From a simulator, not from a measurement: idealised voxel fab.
process module | voxel transistor to metal
cross-section cut | 285 nm wide | cells 5 nm
A cross-section is a grid of square cells, given in bands from the top down. A band is one or more rows of cells.
Each band's line starts with the height of the band's top and of its bottom, in nm. Then come its materials from left to right, each with its width in nm. One material with "throughout" fills the band from edge to edge. "air" is empty space.
Height 0 is the level under which the wafer as received is all one material. The lowest band goes on downwards, as in "0 down".
A width such as "30 to 40" changes by the same amount from each row of cells to the next, from the band's top row to its bottom row.
"no change" after a step means that no cell of the cross-section changed.
closed voids: empty space of 8 cells or more with no open way to the top, each as width x height at its distance from the left edge, in nm
after a step's settings: what the simulator itself notes on the step
overlay nm, on a step with a mask: how far to the right of its planned place the mask lay; to the left if negative
plan
1 op RECEIVE | material Si
2 op OXIDIZE | depth nm 5
3 op CONFORMAL_DEP | material SiN | thk nm 10
4 op MASKED_ETCH | tone cover | mask id ACTIVE | width nm 110 | pitch nm 140 | etch materials SiN | depth nm 10 | overlay nm 0
5 op MASKED_ETCH | tone cover | mask id ACTIVE | width nm 110 | pitch nm 140 | etch materials SiO2 | depth nm 5 | overlay nm 0
6 op MASKED_ETCH | tone cover | mask id ACTIVE | width nm 110 | pitch nm 140 | etch materials Si | depth nm 35 | overlay nm 0
7 op OXIDIZE | depth nm 5
8 op FILL_DEP | material SiO2 | thk nm 5
9 op CMP | height nm 10
10 op SELECTIVE_ETCH | etch materials SiO2 | depth nm 10
11 op STRIP | etch materials SiN
12 op SELECTIVE_ETCH | etch materials SiO2 | depth nm 5
13 op OXIDIZE | depth nm 5
14 op DIRECTIONAL_DEP | material polySi | thk nm 30
15 op DIRECTIONAL_DEP | material SiCN | thk nm 15
16 op DIRECTIONAL_DEP | material aC | thk nm 15
17 op PATTERN | tone cover | mask id GATE | material resist | width nm 20 | pitch nm 140 | thk nm 30 | overlay nm 0
18 op DIRECTIONAL_ETCH | etch materials aC | depth nm 15
19 op STRIP | etch materials resist
20 op DIRECTIONAL_ETCH | etch materials SiCN | depth nm 25
21 op DIRECTIONAL_ETCH | etch materials polySi | depth nm 40
22 op STRIP | etch materials aC
23 op CONFORMAL_DEP | material SiO2 | thk nm 5
24 op DIRECTIONAL_ETCH | etch materials SiO2 | depth nm 5
25 op CONFORMAL_DEP | material SiN | thk nm 5
26 op DIRECTIONAL_ETCH | etch materials SiN | depth nm 5
27 op DIRECTIONAL_ETCH | etch materials SiO2 | depth nm 5
28 op EPI | material pSi | thk nm 5
29 op FILL_DEP | material SiO2 | thk nm 10
30 op CMP | height nm 40
31 op DIRECTIONAL_DEP | material SiO2 | thk nm 15
32 op PATTERN | tone open | mask id CONTACT | material resist | width nm 20 | pitch nm 70 | thk nm 20 | overlay nm 0
33 op DIRECTIONAL_ETCH | etch materials SiO2 | depth nm 60
34 op STRIP | etch materials resist
35 op CONFORMAL_DEP | material TiN | thk nm 5
36 op FILL_DEP | material W | thk nm 5
37 op CMP | height nm 55
38 op CONFORMAL_DEP | material SiCN | thk nm 5
39 op DIRECTIONAL_DEP | material SiO2 | thk nm 20
40 op PATTERN | tone open | mask id METAL_1 | material resist | width nm 20 | pitch nm 70 | thk nm 15 | overlay nm 0
41 op DIRECTIONAL_ETCH | etch materials SiO2 | depth nm 20
42 op DIRECTIONAL_ETCH | etch materials SiCN | depth nm 5
43 op STRIP | etch materials resist
44 op CONFORMAL_DEP | material TiN | thk nm 5
45 op FILL_DEP | material Cu | thk nm 10
46 op CMP | height nm 80
47 op CONFORMAL_DEP | material SiN | thk nm 5
as received, after step 1
  0 down: Si throughout
  closed voids: none
first wafer at the end, as planned
  85 to 80: SiN throughout
  80 to 60: SiO2 25 | TiN 5 | Cu 10 | TiN 5 | SiO2 50 | TiN 5 | Cu 10 | TiN 5 | SiO2 50 | TiN 5 | Cu 10 | TiN 5 | SiO2 50 | TiN 5 | Cu 10 | TiN 5 | SiO2 30
  60 to 55: SiCN 25 | TiN 20 | SiCN 50 | TiN 20 | SiCN 50 | TiN 20 | SiCN 50 | TiN 20 | SiCN 30
  55 to 40: SiO2 25 | TiN 5 | W 10 | TiN 5 | SiO2 50 | TiN 5 | W 10 | TiN 5 | SiO2 50 | TiN 5 | W 10 | TiN 5 | SiO2 50 | TiN 5 | W 10 | TiN 5 | SiO2 30
  40 to 25: SiO2 25 | TiN 5 | W 10 | TiN 5 | SiO2 5 | SiN 5 | SiO2 5 | SiCN 20 | SiO2 5 | SiN 5 | SiO2 5 | TiN 5 | W 10 | TiN 5 | SiO2 50 | TiN 5 | W 10 | TiN 5 | SiO2 5 | SiN 5 | SiO2 5 | SiCN 20 | SiO2 5 | SiN 5 | SiO2 5 | TiN 5 | W 10 | TiN 5 | SiO2 30
  25 to 0: SiO2 25 | TiN 5 | W 10 | TiN 5 | SiO2 5 | SiN 5 | SiO2 5 | polySi 20 | SiO2 5 | SiN 5 | SiO2 5 | TiN 5 | W 10 | TiN 5 | SiO2 50 | TiN 5 | W 10 | TiN 5 | SiO2 5 | SiN 5 | SiO2 5 | polySi 20 | SiO2 5 | SiN 5 | SiO2 5 | TiN 5 | W 10 | TiN 5 | SiO2 30
  0 to -5: SiO2 25 | TiN 20 | SiO2 5 | SiN 5 | SiO2 5 | polySi 20 | SiO2 5 | SiN 5 | SiO2 5 | TiN 20 | SiO2 50 | TiN 20 | SiO2 5 | SiN 5 | SiO2 5 | polySi 20 | SiO2 5 | SiN 5 | SiO2 5 | TiN 20 | SiO2 30
  -5 to -10: SiO2 15 | pSi 35 | SiO2 40 | pSi 35 | SiO2 30 | pSi 35 | SiO2 40 | pSi 35 | SiO2 20
  -10 to -45: SiO2 20 | Si 100 | SiO2 40 | Si 100 | SiO2 25
  -45 down: Si throughout
  closed voids: none
second wafer at the end: like start, like plan, one mistake
  85 to 80: SiN throughout
  80 to 60: SiO2 25 | TiN 5 | Cu 10 | TiN 5 | SiO2 50 | TiN 5 | Cu 10 | TiN 5 | SiO2 50 | TiN 5 | Cu 10 | TiN 5 | SiO2 50 | TiN 5 | Cu 10 | TiN 5 | SiO2 30
  60 to 55: SiCN 25 | TiN 20 | SiCN 50 | TiN 20 | SiCN 50 | TiN 20 | SiCN 50 | TiN 20 | SiCN 30
  55 to 40: SiO2 25 | aC 5 | W 10 | aC 5 | SiO2 50 | aC 5 | W 10 | aC 5 | SiO2 50 | aC 5 | W 10 | aC 5 | SiO2 50 | aC 5 | W 10 | aC 5 | SiO2 30
  40 to 25: SiO2 25 | aC 5 | W 10 | aC 5 | SiO2 5 | SiN 5 | SiO2 5 | SiCN 20 | SiO2 5 | SiN 5 | SiO2 5 | aC 5 | W 10 | aC 5 | SiO2 50 | aC 5 | W 10 | aC 5 | SiO2 5 | SiN 5 | SiO2 5 | SiCN 20 | SiO2 5 | SiN 5 | SiO2 5 | aC 5 | W 10 | aC 5 | SiO2 30
  25 to 0: SiO2 25 | aC 5 | W 10 | aC 5 | SiO2 5 | SiN 5 | SiO2 5 | polySi 20 | SiO2 5 | SiN 5 | SiO2 5 | aC 5 | W 10 | aC 5 | SiO2 50 | aC 5 | W 10 | aC 5 | SiO2 5 | SiN 5 | SiO2 5 | polySi 20 | SiO2 5 | SiN 5 | SiO2 5 | aC 5 | W 10 | aC 5 | SiO2 30
  0 to -5: SiO2 25 | aC 20 | SiO2 5 | SiN 5 | SiO2 5 | polySi 20 | SiO2 5 | SiN 5 | SiO2 5 | aC 20 | SiO2 50 | aC 20 | SiO2 5 | SiN 5 | SiO2 5 | polySi 20 | SiO2 5 | SiN 5 | SiO2 5 | aC 20 | SiO2 30
  -5 to -10: SiO2 15 | pSi 35 | SiO2 40 | pSi 35 | SiO2 30 | pSi 35 | SiO2 40 | pSi 35 | SiO2 20
  -10 to -45: SiO2 20 | Si 100 | SiO2 40 | Si 100 | SiO2 25
  -45 down: Si throughout
  closed voids: none
what went wrong: step 35 ran as: op CONFORMAL_DEP | material aC | thk nm 5
at the end the second wafer has, in cells: 104 fewer of TiN | 104 more of aC
